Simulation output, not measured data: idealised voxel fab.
Process module under the name voxel spacer lines
Square cells of 5 nm make up the cross-section cut, whose width is 240 nm.
For the purposes of this document, a cross-section shall be understood as a grid of square cells, specified as bands listed in top-to-bottom order, each band consisting of one or more rows of cells.
Top, bottom (nm), then materials left to right with widths (nm); lone material tagged "all across" fills the whole band edge to edge; "blank" = empty space.
We count height from 0. Below that, the starting wafer is all one material. The lowest band never ends at the bottom but goes on down; see "0 nm and below" for how that is written.
Width: "30->40" (first number = top row, second number = bottom row, same change from row to row of cells).
For the purposes of this document, the phrase "nothing changed" attached to a step denotes that no cell within the cross-section was modified by that step.
If an empty space has no open way to the top and is at least 8 cells in size, "Sealed-off cavities" lists it, written width x height at distance, where distance is measured from the left edge and every value is in nm.
On each step's line, the part that comes after the settings is the simulator's own comment on the step.
The setting "overlay nm" may be written on the line of a step. When the step uses a mask, the value reports how far to the right of the planned place the mask lay, and a negative value reports that it lay to the left.
Every pair from here on: before one process step, after it. The after cross-section reaches only to the lowest band that changed. Below the pair: the step in between and its settings. Pairs can belong to different runs of this module on the same starting wafer; a pair carries on from the pair above only if the entry headed "Prior state" says so.
Prior state
  0 nm and below  Si all across
  Sealed-off cavities: none
Sectional View, Post-Process
  5 nm to 0 nm  SiO2 all across
  Under 0: no change, same as before.
  Sealed-off cavities: none
Relating the two cross-sections above, the step in between is CONFORMAL_DEP with material SiO2, thk nm 5
Prior state: starting point is the after cross-section of the pair just above.
Sectional View, Post-Process
  25 nm to 5 nm  TiN all across
  Under 5: no change, same as before.
  Sealed-off cavities: none
Relating the two cross-sections above, the step in between is DIRECTIONAL_DEP with material TiN, thk nm 20
Prior state: starting point is the after cross-section of the pair just above.
Sectional View, Post-Process
  45 nm to 25 nm  aC all across
  Under 25: no change, same as before.
  Sealed-off cavities: none
Relating the two cross-sections above, the step in between is DIRECTIONAL_DEP with material aC, thk nm 20
Prior state: starting point is the after cross-section of the pair just above.
Sectional View, Post-Process
  75 nm to 45 nm  75 nm blank  20 nm resist  50 nm blank  20 nm resist  75 nm blank
  Under 45: no change, same as before.
  Sealed-off cavities: none
Relating the two cross-sections above, the step in between is PATTERN with tone cover, mask id MANDREL, material resist, width nm 20, pitch nm 70, thk nm 30, overlay nm 0
Prior state: starting point is the after cross-section of the pair just above.
Sectional View, Post-Process
  55 nm to 45 nm  75 nm blank  20 nm resist  50 nm blank  20 nm resist  75 nm blank
  45 nm to 25 nm  75 nm blank  20 nm aC  50 nm blank  20 nm aC  75 nm blank
  Under 25: no change, same as before.
  Sealed-off cavities: none
Relating the two cross-sections above, the step in between is DIRECTIONAL_ETCH with etch materials aC, depth nm 20
Prior state: starting point is the after cross-section of the pair just above.
Sectional View, Post-Process
  45 nm to 25 nm  75 nm blank  20 nm aC  50 nm blank  20 nm aC  75 nm blank
  Under 25: no change, same as before.
  Sealed-off cavities: none
Relating the two cross-sections above, the step in between is STRIP with etch materials resist
Prior state: starting point is the after cross-section of the pair just above.
Sectional View, Post-Process
  60 nm to 45 nm  60 nm blank  50 nm SiN  20 nm blank  50 nm SiN  60 nm blank
  45 nm to 40 nm  60 nm blank  15 nm SiN  20 nm aC  15 nm SiN  20 nm blank  15 nm SiN  20 nm aC  15 nm SiN  60 nm blank
  40 nm to 25 nm  75 nm SiN  20 nm aC  50 nm SiN  20 nm aC  75 nm SiN
  Under 25: no change, same as before.
  Sealed-off cavities: none
Relating the two cross-sections above, the step in between is CONFORMAL_DEP with material SiN, thk nm 15
Prior state: starting point is the after cross-section of the pair just above.
Sectional View, Post-Process
  45 nm to 25 nm  60 nm blank  15 nm SiN  20 nm aC  15 nm SiN  20 nm blank  15 nm SiN  20 nm aC  15 nm SiN  60 nm blank
  Under 25: no change, same as before.
  Sealed-off cavities: none
Relating the two cross-sections above, the step in between is DIRECTIONAL_ETCH with etch materials SiN, depth nm 15
Prior state: starting point is the after cross-section of the pair just above.
Sectional View, Post-Process
  45 nm to 25 nm  60 nm blank  15 nm SiN  20 nm blank  15 nm SiN  20 nm blank  15 nm SiN  20 nm blank  15 nm SiN  60 nm blank
  Under 25: no change, same as before.
  Sealed-off cavities: none
Relating the two cross-sections above, the step in between is STRIP with etch materials aC
Prior state: starting point is the after cross-section of the pair just above.
Sectional View, Post-Process
  45 nm to 25 nm  60 nm blank  15 nm SiN  20 nm blank  15 nm SiN  20 nm blank  15 nm SiN  20 nm blank  15 nm SiN  60 nm blank
  25 nm to 5 nm  60 nm blank  15 nm TiN  20 nm blank  15 nm TiN  20 nm blank  15 nm TiN  20 nm blank  15 nm TiN  60 nm blank
  Under 5: no change, same as before.
  Sealed-off cavities: none
Relating the two cross-sections above, the step in between is DIRECTIONAL_ETCH with etch materials TiN, depth nm 20
Prior state: starting point is the after cross-section of the pair just above.
Sectional View, Post-Process
  25 nm to 5 nm  60 nm blank  15 nm TiN  20 nm blank  15 nm TiN  20 nm blank  15 nm TiN  20 nm blank  15 nm TiN  60 nm blank
  Under 5: no change, same as before.
  Sealed-off cavities: none
Relating the two cross-sections above, the step in between is STRIP with etch materials SiN
Prior state: starting point is the after cross-section of the pair just above.
Sectional View, Post-Process
  30 nm to 25 nm  SiO2 all across
  25 nm to 5 nm  60 nm SiO2  15 nm TiN  20 nm SiO2  15 nm TiN  20 nm SiO2  15 nm TiN  20 nm SiO2  15 nm TiN  60 nm SiO2
  Under 5: no change, same as before.
  Sealed-off cavities: none
Relating the two cross-sections above, the step in between is FILL_DEP with material SiO2, thk nm 5
Prior state: starting point is the after cross-section of the pair just above.
Sectional View, Post-Process
  25 nm to 5 nm  60 nm SiO2  15 nm TiN  20 nm SiO2  15 nm TiN  20 nm SiO2  15 nm TiN  20 nm SiO2  15 nm TiN  60 nm SiO2
  Under 5: no change, same as before.
  Sealed-off cavities: none
Relating the two cross-sections above, the step in between is CMP with height nm 25
Prior state
  0 nm and below  Si all across
  Sealed-off cavities: none
Sectional View, Post-Process
  20 nm to 0 nm  TiN all across
  Under 0: no change, same as before.
  Sealed-off cavities: none
Relating the two cross-sections above, the step in between is DIRECTIONAL_DEP with material TiN, thk nm 20
Prior state: starting point is the after cross-section of the pair just above.
Sectional View, Post-Process
  40 nm to 20 nm  aC all across
  Under 20: no change, same as before.
  Sealed-off cavities: none
Relating the two cross-sections above, the step in between is DIRECTIONAL_DEP with material aC, thk nm 20
Prior state: starting point is the after cross-section of the pair just above.
Sectional View, Post-Process
  70 nm to 40 nm  75 nm blank  20 nm resist  50 nm blank  20 nm resist  75 nm blank
  Under 40: no change, same as before.
  Sealed-off cavities: none
Relating the two cross-sections above, the step in between is PATTERN with tone cover, mask id MANDREL, material resist, width nm 20, pitch nm 70, thk nm 30, overlay nm 0
Prior state: starting point is the after cross-section of the pair just above.
Sectional View, Post-Process
  50 nm to 40 nm  75 nm blank  20 nm resist  50 nm blank  20 nm resist  75 nm blank
  40 nm to 20 nm  75 nm blank  20 nm aC  50 nm blank  20 nm aC  75 nm blank
  Under 20: no change, same as before.
  Sealed-off cavities: none
Relating the two cross-sections above, the step in between is DIRECTIONAL_ETCH with etch materials aC, depth nm 20
Prior state: starting point is the after cross-section of the pair just above.
Sectional View, Post-Process
  40 nm to 20 nm  75 nm blank  20 nm aC  50 nm blank  20 nm aC  75 nm blank
  Under 20: no change, same as before.
  Sealed-off cavities: none
Relating the two cross-sections above, the step in between is STRIP with etch materials resist
Prior state: starting point is the after cross-section of the pair just above.
Sectional View, Post-Process
  55 nm to 40 nm  60 nm blank  50 nm SiN  20 nm blank  50 nm SiN  60 nm blank
  40 nm to 35 nm  60 nm blank  15 nm SiN  20 nm aC  15 nm SiN  20 nm blank  15 nm SiN  20 nm aC  15 nm SiN  60 nm blank
  35 nm to 20 nm  75 nm SiN  20 nm aC  50 nm SiN  20 nm aC  75 nm SiN
  Under 20: no change, same as before.
  Sealed-off cavities: none
Relating the two cross-sections above, the step in between is CONFORMAL_DEP with material SiN, thk nm 15
Prior state: starting point is the after cross-section of the pair just above.
Sectional View, Post-Process
  40 nm to 20 nm  60 nm blank  15 nm SiN  20 nm aC  15 nm SiN  20 nm blank  15 nm SiN  20 nm aC  15 nm SiN  60 nm blank
  Under 20: no change, same as before.
  Sealed-off cavities: none
Relating the two cross-sections above, the step in between is DIRECTIONAL_ETCH with etch materials SiN, depth nm 15
Prior state: starting point is the after cross-section of the pair just above.
Sectional View, Post-Process
  40 nm to 20 nm  60 nm blank  15 nm SiN  20 nm blank  15 nm SiN  20 nm blank  15 nm SiN  20 nm blank  15 nm SiN  60 nm blank
  Under 20: no change, same as before.
  Sealed-off cavities: none
Relating the two cross-sections above, the step in between is STRIP with etch materials aC
Prior state: starting point is the after cross-section of the pair just above.
Sectional View, Post-Process
  40 nm to 20 nm  60 nm blank  15 nm SiN  20 nm blank  15 nm SiN  20 nm blank  15 nm SiN  20 nm blank  15 nm SiN  60 nm blank
  20 nm to 0 nm  60 nm blank  15 nm TiN  20 nm blank  15 nm TiN  20 nm blank  15 nm TiN  20 nm blank  15 nm TiN  60 nm blank
  Under 0: no change, same as before.
  Sealed-off cavities: none
Relating the two cross-sections above, the step in between is DIRECTIONAL_ETCH with etch materials TiN, depth nm 20
Prior state: starting point is the after cross-section of the pair just above.
Sectional View, Post-Process
  20 nm to 0 nm  60 nm blank  15 nm TiN  20 nm blank  15 nm TiN  20 nm blank  15 nm TiN  20 nm blank  15 nm TiN  60 nm blank
  Under 0: no change, same as before.
  Sealed-off cavities: none
Relating the two cross-sections above, the step in between is STRIP with etch materials SiN
Prior state: starting point is the after cross-section of the pair just above.
Sectional View, Post-Process
  25 nm to 20 nm  SiO2 all across
  20 nm to 0 nm  60 nm SiO2  15 nm TiN  20 nm SiO2  15 nm TiN  20 nm SiO2  15 nm TiN  20 nm SiO2  15 nm TiN  60 nm SiO2
  Under 0: no change, same as before.
  Sealed-off cavities: none
Relating the two cross-sections above, the step in between is FILL_DEP with material SiO2, thk nm 5
Prior state
  45 nm to 25 nm  60 nm blank  15 nm SiN  20 nm aC  15 nm SiN  20 nm blank  15 nm SiN  20 nm aC  15 nm SiN  60 nm blank
  25 nm to 5 nm  TiN all across
  5 nm to 0 nm  SiO2 all across
  0 nm and below  Si all across
  Sealed-off cavities: none
Sectional View, Post-Process
  45 nm to 30 nm  75 nm blank  20 nm aC  50 nm blank  20 nm aC  75 nm blank
  Under 30: no change, same as before.
  Sealed-off cavities: none
Relating the two cross-sections above, the step in between is DIRECTIONAL_ETCH with etch materials SiN, depth nm 15
Prior state: starting point is the after cross-section of the pair just above.
Sectional View, Post-Process
  30 nm to 25 nm  60 nm blank  15 nm SiN  20 nm blank  15 nm SiN  20 nm blank  15 nm SiN  20 nm blank  15 nm SiN  60 nm blank
  Under 25: no change, same as before.
  Sealed-off cavities: none
Relating the two cross-sections above, the step in between is STRIP with etch materials aC
Prior state: starting point is the after cross-section of the pair just above.
Sectional View, Post-Process
  30 nm to 25 nm  60 nm blank  15 nm SiN  20 nm blank  15 nm SiN  20 nm blank  15 nm SiN  20 nm blank  15 nm SiN  60 nm blank
  25 nm to 5 nm  60 nm blank  15 nm TiN  20 nm blank  15 nm TiN  20 nm blank  15 nm TiN  20 nm blank  15 nm TiN  60 nm blank
  Under 5: no change, same as before.
  Sealed-off cavities: none
Relating the two cross-sections above, the step in between is DIRECTIONAL_ETCH with etch materials TiN, depth nm 20
Prior state: starting point is the after cross-section of the pair just above.
Sectional View, Post-Process
  25 nm to 5 nm  60 nm blank  15 nm TiN  20 nm blank  15 nm TiN  20 nm blank  15 nm TiN  20 nm blank  15 nm TiN  60 nm blank
  Under 5: no change, same as before.
  Sealed-off cavities: none
Relating the two cross-sections above, the step in between is STRIP with etch materials SiN
Prior state
  5 nm to 0 nm  SiO2 all across
  0 nm and below  Si all across
  Sealed-off cavities: none
Sectional View, Post-Process
  25 nm to 5 nm  aC all across
  Under 5: no change, same as before.
  Sealed-off cavities: none
Relating the two cross-sections above, the step in between is DIRECTIONAL_DEP with material aC, thk nm 20
Prior state: starting point is the after cross-section of the pair just above.
Sectional View, Post-Process
  45 nm to 25 nm  TiN all across
  Under 25: no change, same as before.
  Sealed-off cavities: none
Relating the two cross-sections above, the step in between is DIRECTIONAL_DEP with material TiN, thk nm 20
Prior state: starting point is the after cross-section of the pair just above.
Sectional View, Post-Process
  75 nm to 45 nm  75 nm blank  20 nm resist  50 nm blank  20 nm resist  75 nm blank
  Under 45: no change, same as before.
  Sealed-off cavities: none
Relating the two cross-sections above, the step in between is PATTERN with tone cover, mask id MANDREL, material resist, width nm 20, pitch nm 70, thk nm 30, overlay nm 0
Prior state: starting point is the after cross-section of the pair just above.
Sectional View, Post-Process
  55 nm to 45 nm  75 nm blank  20 nm resist  50 nm blank  20 nm resist  75 nm blank
  Under 45: no change, same as before.
  Sealed-off cavities: none
Relating the two cross-sections above, the step in between is DIRECTIONAL_ETCH with etch materials aC, depth nm 20
Prior state: starting point is the after cross-section of the pair just above.
Sectional View, Post-Process
  45 nm to 25 nm  TiN all across
  Under 25: no change, same as before.
  Sealed-off cavities: none
Relating the two cross-sections above, the step in between is STRIP with etch materials resist
Prior state: starting point is the after cross-section of the pair just above.
Sectional View, Post-Process
  60 nm to 45 nm  SiN all across
  Under 45: no change, same as before.
  Sealed-off cavities: none
Relating the two cross-sections above, the step in between is CONFORMAL_DEP with material SiN, thk nm 15
Prior state: starting point is the after cross-section of the pair just above.
Sectional View, Post-Process
  45 nm to 25 nm  TiN all across
  Under 25: no change, same as before.
  Sealed-off cavities: none
Relating the two cross-sections above, the step in between is DIRECTIONAL_ETCH with etch materials SiN, depth nm 15
Prior state: starting point is the after cross-section of the pair just above.
Sectional View, Post-Process
  25 nm to 5 nm  aC all across
  Under 5: no change, same as before.
  Sealed-off cavities: none
Relating the two cross-sections above, the step in between is DIRECTIONAL_ETCH with etch materials TiN, depth nm 20
Prior state: starting point is the after cross-section of the pair just above.
Sectional View, Post-Process
  30 nm to 25 nm  SiO2 all across
  Under 25: no change, same as before.
  Sealed-off cavities: none
Relating the two cross-sections above, the step in between is FILL_DEP with material SiO2, thk nm 5
Prior state: starting point is the after cross-section of the pair just above.
Sectional View, Post-Process
  25 nm to 5 nm  aC all across
  Under 5: no change, same as before.
  Sealed-off cavities: none
Relating the two cross-sections above, the step in between is CMP with height nm 25
Prior state
  30 nm to 25 nm  SiO2 all across
  25 nm to 5 nm  60 nm SiO2  15 nm TiN  20 nm SiO2  15 nm TiN  20 nm SiO2  15 nm TiN  20 nm SiO2  15 nm TiN  60 nm SiO2
  5 nm to 0 nm  SiO2 all across
  0 nm and below  Si all across
  Sealed-off cavities: none
Sectional View, Post-Process
  15 nm to 5 nm  60 nm SiO2  15 nm TiN  20 nm SiO2  15 nm TiN  20 nm SiO2  15 nm TiN  20 nm SiO2  15 nm TiN  60 nm SiO2
  Under 5: no change, same as before.
  Sealed-off cavities: none
Relating the two cross-sections above, the step in between is CMP with height nm 15
Prior state
  45 nm to 25 nm  aC all across
  25 nm to 5 nm  TiN all across
  5 nm to 0 nm  SiO2 all across
  0 nm and below  Si all across
  Sealed-off cavities: none
Sectional View, Post-Process
  75 nm to 45 nm  75 nm blank  25 nm resist  45 nm blank  25 nm resist  70 nm blank
  Under 45: no change, same as before.
  Sealed-off cavities: none
Relating the two cross-sections above, the step in between is PATTERN with tone cover, mask id MANDREL, material resist, width nm 25, pitch nm 70, thk nm 30, overlay nm 0
Prior state: starting point is the after cross-section of the pair just above.
Sectional View, Post-Process
  55 nm to 45 nm  75 nm blank  25 nm resist  45 nm blank  25 nm resist  70 nm blank
  45 nm to 25 nm  75 nm blank  25 nm aC  45 nm blank  25 nm aC  70 nm blank
  Under 25: no change, same as before.
  Sealed-off cavities: none
Relating the two cross-sections above, the step in between is DIRECTIONAL_ETCH with etch materials aC, depth nm 20
Prior state: starting point is the after cross-section of the pair just above.
Sectional View, Post-Process
  45 nm to 25 nm  75 nm blank  25 nm aC  45 nm blank  25 nm aC  70 nm blank
  Under 25: no change, same as before.
  Sealed-off cavities: none
Relating the two cross-sections above, the step in between is STRIP with etch materials resist
Prior state: starting point is the after cross-section of the pair just above.
Sectional View, Post-Process
  60 nm to 45 nm  60 nm blank  55 nm SiN  15 nm blank  55 nm SiN  55 nm blank
  45 nm to 40 nm  60 nm blank  15 nm SiN  25 nm aC  15 nm SiN  15 nm blank  15 nm SiN  25 nm aC  15 nm SiN  55 nm blank
  40 nm to 25 nm  75 nm SiN  25 nm aC  45 nm SiN  25 nm aC  70 nm SiN
  Under 25: no change, same as before.
  Sealed-off cavities: none
Relating the two cross-sections above, the step in between is CONFORMAL_DEP with material SiN, thk nm 15
Prior state: starting point is the after cross-section of the pair just above.
Sectional View, Post-Process
  45 nm to 25 nm  60 nm blank  15 nm SiN  25 nm aC  15 nm SiN  15 nm blank  15 nm SiN  25 nm aC  15 nm SiN  55 nm blank
  Under 25: no change, same as before.
  Sealed-off cavities: none
Relating the two cross-sections above, the step in between is DIRECTIONAL_ETCH with etch materials SiN, depth nm 15
Prior state: starting point is the after cross-section of the pair just above.
Sectional View, Post-Process
  45 nm to 25 nm  60 nm blank  15 nm SiN  25 nm blank  15 nm SiN  15 nm blank  15 nm SiN  25 nm blank  15 nm SiN  55 nm blank
  Under 25: no change, same as before.
  Sealed-off cavities: none
Relating the two cross-sections above, the step in between is STRIP with etch materials aC
Prior state: starting point is the after cross-section of the pair just above.
Sectional View, Post-Process
  45 nm to 25 nm  60 nm blank  15 nm SiN  25 nm blank  15 nm SiN  15 nm blank  15 nm SiN  25 nm blank  15 nm SiN  55 nm blank
  25 nm to 5 nm  60 nm blank  15 nm TiN  25 nm blank  15 nm TiN  15 nm blank  15 nm TiN  25 nm blank  15 nm TiN  55 nm blank
  Under 5: no change, same as before.
  Sealed-off cavities: none
Relating the two cross-sections above, the step in between is DIRECTIONAL_ETCH with etch materials TiN, depth nm 20
Prior state: starting point is the after cross-section of the pair just above.
Sectional View, Post-Process
  25 nm to 5 nm  60 nm blank  15 nm TiN  25 nm blank  15 nm TiN  15 nm blank  15 nm TiN  25 nm blank  15 nm TiN  55 nm blank
  Under 5: no change, same as before.
  Sealed-off cavities: none
Relating the two cross-sections above, the step in between is STRIP with etch materials SiN
Prior state: starting point is the after cross-section of the pair just above.
Sectional View, Post-Process
  30 nm to 25 nm  SiO2 all across
  25 nm to 5 nm  60 nm SiO2  15 nm TiN  25 nm SiO2  15 nm TiN  15 nm SiO2  15 nm TiN  25 nm SiO2  15 nm TiN  55 nm SiO2
  Under 5: no change, same as before.
  Sealed-off cavities: none
Relating the two cross-sections above, the step in between is FILL_DEP with material SiO2, thk nm 5
Prior state: starting point is the after cross-section of the pair just above.
Sectional View, Post-Process
  25 nm to 5 nm  60 nm SiO2  15 nm TiN  25 nm SiO2  15 nm TiN  15 nm SiO2  15 nm TiN  25 nm SiO2  15 nm TiN  55 nm SiO2
  Under 5: no change, same as before.
  Sealed-off cavities: none
Relating the two cross-sections above, the step in between is CMP with height nm 25
Prior state
  45 nm to 25 nm  aC all across
  25 nm to 5 nm  TiN all across
  5 nm to 0 nm  SiO2 all across
  0 nm and below  Si all across
  Sealed-off cavities: none
Sectional View, Post-Process
  75 nm to 45 nm  65 nm blank  20 nm resist  50 nm blank  20 nm resist  85 nm blank
  Under 45: no change, same as before.
  Sealed-off cavities: none
Relating the two cross-sections above, the step in between is PATTERN with tone cover, mask id MANDREL, material resist, width nm 20, pitch nm 70, thk nm 30, overlay nm -10
Prior state: starting point is the after cross-section of the pair just above.
Sectional View, Post-Process
  55 nm to 45 nm  65 nm blank  20 nm resist  50 nm blank  20 nm resist  85 nm blank
  45 nm to 25 nm  65 nm blank  20 nm aC  50 nm blank  20 nm aC  85 nm blank
  Under 25: no change, same as before.
  Sealed-off cavities: none
Relating the two cross-sections above, the step in between is DIRECTIONAL_ETCH with etch materials aC, depth nm 20
Prior state: starting point is the after cross-section of the pair just above.
Sectional View, Post-Process
  45 nm to 25 nm  65 nm blank  20 nm aC  50 nm blank  20 nm aC  85 nm blank
  Under 25: no change, same as before.
  Sealed-off cavities: none
Relating the two cross-sections above, the step in between is STRIP with etch materials resist
Prior state: starting point is the after cross-section of the pair just above.
Sectional View, Post-Process
  60 nm to 45 nm  50 nm blank  50 nm SiN  20 nm blank  50 nm SiN  70 nm blank
  45 nm to 40 nm  50 nm blank  15 nm SiN  20 nm aC  15 nm SiN  20 nm blank  15 nm SiN  20 nm aC  15 nm SiN  70 nm blank
  40 nm to 25 nm  65 nm SiN  20 nm aC  50 nm SiN  20 nm aC  85 nm SiN
  Under 25: no change, same as before.
  Sealed-off cavities: none
Relating the two cross-sections above, the step in between is CONFORMAL_DEP with material SiN, thk nm 15
Prior state: starting point is the after cross-section of the pair just above.
Sectional View, Post-Process
  45 nm to 25 nm  50 nm blank  15 nm SiN  20 nm aC  15 nm SiN  20 nm blank  15 nm SiN  20 nm aC  15 nm SiN  70 nm blank
  Under 25: no change, same as before.
  Sealed-off cavities: none
Relating the two cross-sections above, the step in between is DIRECTIONAL_ETCH with etch materials SiN, depth nm 15
Prior state: starting point is the after cross-section of the pair just above.
Sectional View, Post-Process
  45 nm to 25 nm  50 nm blank  15 nm SiN  20 nm blank  15 nm SiN  20 nm blank  15 nm SiN  20 nm blank  15 nm SiN  70 nm blank
  Under 25: no change, same as before.
  Sealed-off cavities: none
Relating the two cross-sections above, the step in between is STRIP with etch materials aC
Prior state: starting point is the after cross-section of the pair just above.
Sectional View, Post-Process
  45 nm to 25 nm  50 nm blank  15 nm SiN  20 nm blank  15 nm SiN  20 nm blank  15 nm SiN  20 nm blank  15 nm SiN  70 nm blank
  25 nm to 5 nm  50 nm blank  15 nm TiN  20 nm blank  15 nm TiN  20 nm blank  15 nm TiN  20 nm blank  15 nm TiN  70 nm blank
  Under 5: no change, same as before.
  Sealed-off cavities: none
Relating the two cross-sections above, the step in between is DIRECTIONAL_ETCH with etch materials TiN, depth nm 20
Prior state: starting point is the after cross-section of the pair just above.
Sectional View, Post-Process
  25 nm to 5 nm  50 nm blank  15 nm TiN  20 nm blank  15 nm TiN  20 nm blank  15 nm TiN  20 nm blank  15 nm TiN  70 nm blank
  Under 5: no change, same as before.
  Sealed-off cavities: none
Relating the two cross-sections above, the step in between is STRIP with etch materials SiN
Prior state: starting point is the after cross-section of the pair just above.
Sectional View, Post-Process
  30 nm to 25 nm  SiO2 all across
  25 nm to 5 nm  50 nm SiO2  15 nm TiN  20 nm SiO2  15 nm TiN  20 nm SiO2  15 nm TiN  20 nm SiO2  15 nm TiN  70 nm SiO2
  Under 5: no change, same as before.
  Sealed-off cavities: none
Relating the two cross-sections above, the step in between is FILL_DEP with material SiO2, thk nm 5
Prior state: starting point is the after cross-section of the pair just above.
Sectional View, Post-Process
  25 nm to 5 nm  50 nm SiO2  15 nm TiN  20 nm SiO2  15 nm TiN  20 nm SiO2  15 nm TiN  20 nm SiO2  15 nm TiN  70 nm SiO2
  Under 5: no change, same as before.
  Sealed-off cavities: none
Relating the two cross-sections above, the step in between is CMP with height nm 25
Prior state
  5 nm to 0 nm  SiO2 all across
  0 nm and below  Si all across
  Sealed-off cavities: none
Sectional View, Post-Process
  25 nm to 0 nm  SiO2 all across
  Under 0: no change, same as before.
  Sealed-off cavities: none
Relating the two cross-sections above, the step in between is DIRECTIONAL_DEP with material SiO2, thk nm 20
Prior state: starting point is the after cross-section of the pair just above.
Sectional View, Post-Process
  45 nm to 25 nm  aC all across
  Under 25: no change, same as before.
  Sealed-off cavities: none
Relating the two cross-sections above, the step in between is DIRECTIONAL_DEP with material aC, thk nm 20
Prior state: starting point is the after cross-section of the pair just above.
Sectional View, Post-Process
  75 nm to 45 nm  75 nm blank  20 nm resist  50 nm blank  20 nm resist  75 nm blank
  Under 45: no change, same as before.
  Sealed-off cavities: none
Relating the two cross-sections above, the step in between is PATTERN with tone cover, mask id MANDREL, material resist, width nm 20, pitch nm 70, thk nm 30, overlay nm 0
Prior state: starting point is the after cross-section of the pair just above.
Sectional View, Post-Process
  55 nm to 45 nm  75 nm blank  20 nm resist  50 nm blank  20 nm resist  75 nm blank
  45 nm to 25 nm  75 nm blank  20 nm aC  50 nm blank  20 nm aC  75 nm blank
  Under 25: no change, same as before.
  Sealed-off cavities: none
Relating the two cross-sections above, the step in between is DIRECTIONAL_ETCH with etch materials aC, depth nm 20
Prior state: starting point is the after cross-section of the pair just above.
Sectional View, Post-Process
  45 nm to 25 nm  75 nm blank  20 nm aC  50 nm blank  20 nm aC  75 nm blank
  Under 25: no change, same as before.
  Sealed-off cavities: none
Relating the two cross-sections above, the step in between is STRIP with etch materials resist
Prior state: starting point is the after cross-section of the pair just above.
Sectional View, Post-Process
  60 nm to 45 nm  60 nm blank  50 nm SiN  20 nm blank  50 nm SiN  60 nm blank
  45 nm to 40 nm  60 nm blank  15 nm SiN  20 nm aC  15 nm SiN  20 nm blank  15 nm SiN  20 nm aC  15 nm SiN  60 nm blank
  40 nm to 25 nm  75 nm SiN  20 nm aC  50 nm SiN  20 nm aC  75 nm SiN
  Under 25: no change, same as before.
  Sealed-off cavities: none
Relating the two cross-sections above, the step in between is CONFORMAL_DEP with material SiN, thk nm 15
Prior state: starting point is the after cross-section of the pair just above.
Sectional View, Post-Process
  45 nm to 25 nm  60 nm blank  15 nm SiN  20 nm aC  15 nm SiN  20 nm blank  15 nm SiN  20 nm aC  15 nm SiN  60 nm blank
  Under 25: no change, same as before.
  Sealed-off cavities: none
Relating the two cross-sections above, the step in between is DIRECTIONAL_ETCH with etch materials SiN, depth nm 15
Prior state: starting point is the after cross-section of the pair just above.
Sectional View, Post-Process
  45 nm to 25 nm  60 nm blank  15 nm SiN  20 nm blank  15 nm SiN  20 nm blank  15 nm SiN  20 nm blank  15 nm SiN  60 nm blank
  Under 25: no change, same as before.
  Sealed-off cavities: none
Relating the two cross-sections above, the step in between is STRIP with etch materials aC
Prior state: starting point is the after cross-section of the pair just above.
Sectional View, Post-Process
  25 nm to 0 nm  SiO2 all across
  Under 0: no change, same as before.
  Sealed-off cavities: none
Relating the two cross-sections above, the step in between is STRIP with etch materials SiN
Prior state: starting point is the after cross-section of the pair just above.
Sectional View, Post-Process
  30 nm to 0 nm  SiO2 all across
  Under 0: no change, same as before.
  Sealed-off cavities: none
Relating the two cross-sections above, the step in between is FILL_DEP with material SiO2, thk nm 5
Prior state: starting point is the after cross-section of the pair just above.
Sectional View, Post-Process
  25 nm to 0 nm  SiO2 all across
  Under 0: no change, same as before.
  Sealed-off cavities: none
Relating the two cross-sections above, the step in between is CMP with height nm 25
